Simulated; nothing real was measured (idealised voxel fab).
process module | voxel tone inversion
cross-section cut | 265 nm wide | cells 5 nm
A cross-section is a grid of square cells, given in bands from the top down. A band is one or more rows of cells.
Each band's line starts with the height of the band's top and of its bottom, in nm. Then come its materials from left to right, each with its width in nm. One material with "throughout" fills the band from edge to edge. "air" is empty space.
Height 0 is the level under which the wafer as received is all one material. The lowest band goes on downwards, as in "0 down".
A width such as "30 to 40" changes by the same amount from each row of cells to the next, from the band's top row to its bottom row.
"no change" after a step means that no cell of the cross-section changed.
closed voids: empty space of 8 cells or more with no open way to the top, each as width x height at its distance from the left edge, in nm
after a step's settings: what the simulator itself notes on the step
overlay nm, on a step with a mask: how far to the right of its planned place the mask lay; to the left if negative
plan
1 op RECEIVE | material Si
2 op CONFORMAL_DEP | material SiCN | thk nm 5
3 op DIRECTIONAL_DEP | material aC | thk nm 20
4 op PATTERN | tone cover | mask id POSTS | material resist | width nm 15 | pitch nm 35 | thk nm 25 | overlay nm 0
5 op DIRECTIONAL_ETCH | etch materials aC | depth nm 20
6 op STRIP | etch materials resist
7 op FILL_DEP | material SiO2 | thk nm 5
8 op CMP | height nm 25
9 op STRIP | etch materials aC
as received, after step 1
  0 down: Si throughout
  closed voids: none
a wafer at the end: this start, this plan, one mistake
  25 to 20: SiO2 throughout
  20 to 0: SiO2 105 | aC 15 | SiO2 20 | aC 15 | SiO2 110
  0 down: Si throughout
  closed voids: none
what went wrong: step 2 was left out
